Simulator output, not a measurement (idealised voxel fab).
The following process module bears the name voxel wiring stack.
We display cut, a cross-section 205 nm in width whose square cells are each 5 nm.
If you're reading a cross-section in this doc, picture square cells in a grid; it comes to you as bands, top ones listed first down to the bottom, and a band can be one or more rows of cells.
Per band: top height and bottom height in nm, followed by the left-to-right materials and their widths in nm; "full width" marks a single material spanning edge to edge, "air" marks empty space.
Measure heights from 0. That's the level where, below it, the as-received wafer is all one material. The lowest band is bottomless and extends downward; write it as in "0 down".
A width such as "30->40" changes by the same amount from each row of cells to the next, from the band's top row to its bottom row.
What does "remained unchanged" mean for a step? It means no cell of the cross-section changed in that step.
"Closed void list" - sealed voids, min. 8 cells, no opening to top; format: width x height at distance (distance from left edge; nm throughout).
On a step's line, text after the settings is the simulator commenting on that step.
A step line may carry the setting "overlay nm", which, for steps involving a mask, states the distance by which the mask lay to the right of its intended position; negative values denote displacement to the left.
The process steps that were planned are listed below
1 RECEIVE,material Si
2 CONFORMAL_DEP,material SiO2,thk nm 15
3 DIRECTIONAL_DEP,material TiN,thk nm 5
4 DIRECTIONAL_DEP,material W,thk nm 15
5 MASKED_ETCH,tone cover,mask id METAL_1,width nm 30,pitch nm 60,etch materials W,depth nm 15,overlay nm 0
6 MASKED_ETCH,tone cover,mask id METAL_1,width nm 30,pitch nm 60,etch materials TiN,depth nm 5,overlay nm 0
7 CONFORMAL_DEP,material SiN,thk nm 5
8 FILL_DEP,material lowk,thk nm 10
9 CMP,height nm 35
10 CONFORMAL_DEP,material SiCN,thk nm 5
11 DIRECTIONAL_DEP,material SiO2,thk nm 20
12 DIRECTIONAL_DEP,material aC,thk nm 10
13 PATTERN,tone open,mask id PLUG_1,material resist,width nm 15,pitch nm 60,thk nm 25,overlay nm 0
14 DIRECTIONAL_ETCH,etch materials aC,depth nm 10
15 STRIP,etch materials resist
16 DIRECTIONAL_ETCH,etch materials SiO2,depth nm 20
17 DIRECTIONAL_ETCH,etch materials SiCN,depth nm 5
18 STRIP,etch materials aC
19 EPI,material Ru,thk nm 10
20 EPI,material Ru,thk nm 10
21 EPI,material Ru,thk nm 5
22 DIRECTIONAL_DEP,material TiN,thk nm 5
23 DIRECTIONAL_DEP,material Ru,thk nm 15
24 PATTERN,tone cover,mask id METAL_2,material resist,width nm 30,pitch nm 60,thk nm 20,overlay nm 0
25 DIRECTIONAL_ETCH,etch materials Ru,depth nm 15
26 DIRECTIONAL_ETCH,etch materials TiN,depth nm 5
27 STRIP,etch materials resist
28 CONFORMAL_DEP,material SiCN,thk nm 5
29 FILL_DEP,material lowk,thk nm 5
30 CMP,height nm 80
31 CONFORMAL_DEP,material SiCN,thk nm 5
Wafer at receipt (post step 1), cross-section
  0 down  Si full width
  Closed void list: none
As-planned run: cross-section of the first of two wafers at end of module
  85 to 80  SiCN full width
  80 to 65  20 of lowk; 5 of SiCN; 30 of Ru; 5 of SiCN; 20 of lowk; 5 of SiCN; 30 of Ru; 5 of SiCN; 20 of lowk; 5 of SiCN; 30 of Ru; 5 of SiCN; 25 of lowk
  65 to 60  25 of SiCN; 30 of TiN; 30 of SiCN; 30 of TiN; 30 of SiCN; 30 of TiN; 30 of SiCN
  60 to 40  25 of SiO2; 15 of Ru; 45 of SiO2; 15 of Ru; 45 of SiO2; 15 of Ru; 45 of SiO2
  40 to 35  25 of SiCN; 15 of Ru; 45 of SiCN; 15 of Ru; 45 of SiCN; 15 of Ru; 45 of SiCN
  35 to 20  20 of lowk; 5 of SiN; 30 of W; 5 of SiN; 20 of lowk; 5 of SiN; 30 of W; 5 of SiN; 20 of lowk; 5 of SiN; 30 of W; 5 of SiN; 25 of lowk
  20 to 15  25 of SiN; 30 of TiN; 30 of SiN; 30 of TiN; 30 of SiN; 30 of TiN; 30 of SiN
  15 to 0  SiO2 full width
  0 down  Si full width
  Closed void list: none
Now the second wafer, cross-sectioned at the end of the module. Nothing different at the start, nothing different in the plan compared with the first, just one mistake when it was actually run
  85 to 80  SiCN full width
  80 to 75  20 of lowk; 5 of SiCN; 30 of Ru; 5 of SiCN; 20 of lowk; 5 of SiCN; 30 of Ru; 5 of SiCN; 20 of lowk; 5 of SiCN; 30 of Ru; 5 of SiCN; 25 of lowk
  75 to 70  10 of lowk; 15 of SiCN; 25 of TiN; 5 of Ru; 5 of SiCN; 10 of lowk; 15 of SiCN; 25 of TiN; 5 of Ru; 5 of SiCN; 10 of lowk; 15 of SiCN; 25 of TiN; 5 of Ru; 5 of SiCN; 25 of lowk
  70 to 65  10 of lowk; 5 of SiCN; 40 of Ru; 5 of SiCN; 10 of lowk; 5 of SiCN; 40 of Ru; 5 of SiCN; 10 of lowk; 5 of SiCN; 40 of Ru; 5 of SiCN; 25 of lowk
  65 to 60  15 of SiCN; 35 of Ru; 5 of TiN; 20 of SiCN; 35 of Ru; 5 of TiN; 20 of SiCN; 35 of Ru; 5 of TiN; 30 of SiCN
  60 to 40  25 of SiO2; 15 of Ru; 45 of SiO2; 15 of Ru; 45 of SiO2; 15 of Ru; 45 of SiO2
  40 to 35  25 of SiCN; 15 of Ru; 45 of SiCN; 15 of Ru; 45 of SiCN; 15 of Ru; 45 of SiCN
  35 to 20  20 of lowk; 5 of SiN; 30 of W; 5 of SiN; 20 of lowk; 5 of SiN; 30 of W; 5 of SiN; 20 of lowk; 5 of SiN; 30 of W; 5 of SiN; 25 of lowk
  20 to 15  25 of SiN; 30 of TiN; 30 of SiN; 30 of TiN; 30 of SiN; 30 of TiN; 30 of SiN
  15 to 0  SiO2 full width
  0 down  Si full width
  Closed void list: none
What went wrong in running the wafer? one of the identical process steps 19 and 20 has been performed twice, and it is not possible to determine which
End check, counted in cells, second wafer has more or fewer of these materials than the first: Ru +12 | lowk -12
